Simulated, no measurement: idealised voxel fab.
process module | voxel transistor to metal
cross-section cut | 270 nm wide | cells 5 nm
A cross-section is a grid of square cells, given in bands from the top down. A band is one or more rows of cells.
Each band's line starts with the height of the band's top and of its bottom, in nm. Then come its materials from left to right, each with its width in nm. One material with "throughout" fills the band from edge to edge. "air" is empty space.
Height 0 is the level under which the wafer as received is all one material. The lowest band goes on downwards, as in "0 down".
A width such as "30 to 40" changes by the same amount from each row of cells to the next, from the band's top row to its bottom row.
"no change" after a step means that no cell of the cross-section changed.
closed voids: empty space of 8 cells or more with no open way to the top, each as width x height at its distance from the left edge, in nm
after a step's settings: what the simulator itself notes on the step
overlay nm, on a step with a mask: how far to the right of its planned place the mask lay; to the left if negative
plan
1 op RECEIVE | material Si
2 op CONFORMAL_DEP | material SiO2 | thk nm 5
3 op CONFORMAL_DEP | material SiN | thk nm 15
4 op PATTERN | tone cover | mask id ACTIVE | material resist | width nm 100 | pitch nm 130 | thk nm 20 | overlay nm 0
5 op DIRECTIONAL_ETCH | etch materials SiN | depth nm 15
6 op DIRECTIONAL_ETCH | etch materials SiO2 | depth nm 5
7 op DIRECTIONAL_ETCH | etch materials Si | depth nm 30
8 op STRIP | etch materials resist
9 op OXIDIZE | depth nm 5
10 op FILL_DEP | material SiO2 | thk nm 5
11 op CMP | height nm 20
12 op SELECTIVE_ETCH | etch materials SiO2 | depth nm 15
13 op STRIP | etch materials SiN
14 op SELECTIVE_ETCH | etch materials SiO2 | depth nm 5
15 op OXIDIZE | depth nm 5
16 op DIRECTIONAL_DEP | material polySi | thk nm 25
17 op DIRECTIONAL_DEP | material SiCN | thk nm 10
18 op MASKED_ETCH | tone cover | mask id GATE | width nm 20 | pitch nm 130 | etch materials SiCN | depth nm 20 | overlay nm 0
19 op MASKED_ETCH | tone cover | mask id GATE | width nm 20 | pitch nm 130 | etch materials polySi | depth nm 35 | overlay nm 0
20 op CONFORMAL_DEP | material SiO2 | thk nm 5
21 op DIRECTIONAL_ETCH | etch materials SiO2 | depth nm 5
22 op CONFORMAL_DEP | material SiN | thk nm 5
23 op DIRECTIONAL_ETCH | etch materials SiN | depth nm 5
24 op DIRECTIONAL_ETCH | etch materials SiO2 | depth nm 5
25 op DIRECTIONAL_ETCH | etch materials Si | depth nm 15
26 op EPI | material pSi | thk nm 20
27 op FILL_DEP | material SiO2 | thk nm 5
28 op CMP | height nm 35
29 op DIRECTIONAL_DEP | material SiO2 | thk nm 15
30 op MASKED_ETCH | tone open | mask id CONTACT | width nm 15 | etch materials SiO2 | depth nm 50 | overlay nm 0
31 op CONFORMAL_DEP | material TiN | thk nm 5
32 op FILL_DEP | material Ru | thk nm 10
33 op CMP | height nm 50
34 op CONFORMAL_DEP | material SiN | thk nm 5
35 op DIRECTIONAL_DEP | material lowk | thk nm 15
36 op PATTERN | tone open | mask id METAL_1 | material resist | width nm 15 | thk nm 20 | overlay nm 0
37 op DIRECTIONAL_ETCH | etch materials lowk | depth nm 15
38 op DIRECTIONAL_ETCH | etch materials SiN | depth nm 5
39 op STRIP | etch materials resist
40 op CONFORMAL_DEP | material TiN | thk nm 5
41 op FILL_DEP | material W | thk nm 5
42 op CMP | height nm 70
43 op EPI | material Ru | thk nm 5
44 op FILL_DEP | material SiCN | thk nm 5
as received, after step 1
  0 down: Si throughout
  closed voids: none
first wafer at the end, as planned
  80 to 75: SiCN throughout
  75 to 70: SiCN 20 | Ru 25 | SiCN 50 | Ru 25 | SiCN 30 | Ru 25 | SiCN 50 | Ru 25 | SiCN 20
  70 to 55: lowk 25 | TiN 5 | W 5 | TiN 5 | lowk 60 | TiN 5 | W 5 | TiN 5 | lowk 40 | TiN 5 | W 5 | TiN 5 | lowk 60 | TiN 5 | W 5 | TiN 5 | lowk 25
  55 to 50: SiN 25 | TiN 15 | SiN 60 | TiN 15 | SiN 40 | TiN 15 | SiN 60 | TiN 15 | SiN 25
  50 to 35: SiO2 25 | TiN 5 | Ru 5 | TiN 5 | SiO2 60 | TiN 5 | Ru 5 | TiN 5 | SiO2 40 | TiN 5 | Ru 5 | TiN 5 | SiO2 60 | TiN 5 | Ru 5 | TiN 5 | SiO2 25
  35 to 25: SiO2 25 | TiN 5 | Ru 5 | TiN 5 | SiO2 10 | SiN 5 | SiO2 5 | SiCN 20 | SiO2 5 | SiN 5 | SiO2 10 | TiN 5 | Ru 5 | TiN 5 | SiO2 40 | TiN 5 | Ru 5 | TiN 5 | SiO2 10 | SiN 5 | SiO2 5 | SiCN 20 | SiO2 5 | SiN 5 | SiO2 10 | TiN 5 | Ru 5 | TiN 5 | SiO2 25
  25 to 20: SiO2 25 | TiN 5 | Ru 5 | TiN 5 | SiO2 10 | SiN 5 | SiO2 5 | polySi 20 | SiO2 5 | SiN 5 | SiO2 10 | TiN 5 | Ru 5 | TiN 5 | SiO2 40 | TiN 5 | Ru 5 | TiN 5 | SiO2 10 | SiN 5 | SiO2 5 | polySi 20 | SiO2 5 | SiN 5 | SiO2 10 | TiN 5 | Ru 5 | TiN 5 | SiO2 25
  20 to 15: SiO2 25 | TiN 15 | SiO2 10 | SiN 5 | SiO2 5 | polySi 20 | SiO2 5 | SiN 5 | SiO2 10 | TiN 15 | SiO2 40 | TiN 15 | SiO2 10 | SiN 5 | SiO2 5 | polySi 20 | SiO2 5 | SiN 5 | SiO2 10 | TiN 15 | SiO2 25
  15 to 0: SiO2 25 | TiN 5 | pSi 20 | SiN 5 | SiO2 5 | polySi 20 | SiO2 5 | SiN 5 | pSi 20 | TiN 5 | SiO2 40 | TiN 5 | pSi 20 | SiN 5 | SiO2 5 | polySi 20 | SiO2 5 | SiN 5 | pSi 20 | TiN 5 | SiO2 25
  0 to -5: SiO2 20 | pSi 30 | SiO2 40 | pSi 30 | SiO2 30 | pSi 30 | SiO2 40 | pSi 30 | SiO2 20
  -5 to -20: SiO2 25 | pSi 25 | Si 40 | pSi 25 | SiO2 40 | pSi 25 | Si 40 | pSi 25 | SiO2 25
  -20 to -35: SiO2 25 | Si 90 | SiO2 40 | Si 90 | SiO2 25
  -35 down: Si throughout
  closed voids: none
second wafer at the end: like start, like plan, one mistake
  80 to 75: SiCN throughout
  75 to 70: SiCN 20 | Ru 25 | SiCN 50 | Ru 25 | SiCN 30 | Ru 25 | SiCN 50 | Ru 25 | SiCN 20
  70 to 55: lowk 25 | TiN 5 | W 5 | TiN 5 | lowk 60 | TiN 5 | W 5 | TiN 5 | lowk 40 | TiN 5 | W 5 | TiN 5 | lowk 60 | TiN 5 | W 5 | TiN 5 | lowk 25
  55 to 50: SiN 25 | TiN 15 | SiN 60 | TiN 15 | SiN 40 | TiN 15 | SiN 60 | TiN 15 | SiN 25
  50 to 35: SiO2 25 | TiN 5 | Ru 5 | TiN 5 | SiO2 60 | TiN 5 | Ru 5 | TiN 5 | SiO2 40 | TiN 5 | Ru 5 | TiN 5 | SiO2 60 | TiN 5 | Ru 5 | TiN 5 | SiO2 25
  35 to 25: SiO2 25 | TiN 5 | Ru 5 | TiN 5 | SiO2 15 | SiN 5 | SiCN 20 | SiN 5 | SiO2 15 | TiN 5 | Ru 5 | TiN 5 | SiO2 40 | TiN 5 | Ru 5 | TiN 5 | SiO2 15 | SiN 5 | SiCN 20 | SiN 5 | SiO2 15 | TiN 5 | Ru 5 | TiN 5 | SiO2 25
  25 to 20: SiO2 25 | TiN 5 | Ru 5 | TiN 5 | SiO2 15 | SiN 5 | polySi 20 | SiN 5 | SiO2 15 | TiN 5 | Ru 5 | TiN 5 | SiO2 40 | TiN 5 | Ru 5 | TiN 5 | SiO2 15 | SiN 5 | polySi 20 | SiN 5 | SiO2 15 | TiN 5 | Ru 5 | TiN 5 | SiO2 25
  20 to 15: SiO2 25 | TiN 15 | SiO2 15 | SiN 5 | polySi 20 | SiN 5 | SiO2 15 | TiN 15 | SiO2 40 | TiN 15 | SiO2 15 | SiN 5 | polySi 20 | SiN 5 | SiO2 15 | TiN 15 | SiO2 25
  15 to 0: SiO2 25 | TiN 10 | pSi 20 | SiN 5 | polySi 20 | SiN 5 | pSi 20 | TiN 10 | SiO2 40 | TiN 10 | pSi 20 | SiN 5 | polySi 20 | SiN 5 | pSi 20 | TiN 10 | SiO2 25
  0 to -5: SiO2 15 | pSi 40 | SiN 5 | SiO2 20 | SiN 5 | pSi 40 | SiO2 20 | pSi 40 | SiN 5 | SiO2 20 | SiN 5 | pSi 40 | SiO2 15
  -5 to -10: SiO2 15 | pSi 40 | Si 30 | pSi 40 | SiO2 20 | pSi 40 | Si 30 | pSi 40 | SiO2 15
  -10 to -20: SiO2 25 | pSi 30 | Si 30 | pSi 30 | SiO2 40 | pSi 30 | Si 30 | pSi 30 | SiO2 25
  -20 to -35: SiO2 25 | Si 90 | SiO2 40 | Si 90 | SiO2 25
  -35 down: Si throughout
  closed voids: none
what went wrong: step 20 was left out
at the end the second wafer has, in cells: 12 fewer of Si | 4 more of SiN | 32 fewer of SiO2 | 12 more of TiN | 28 more of pSi
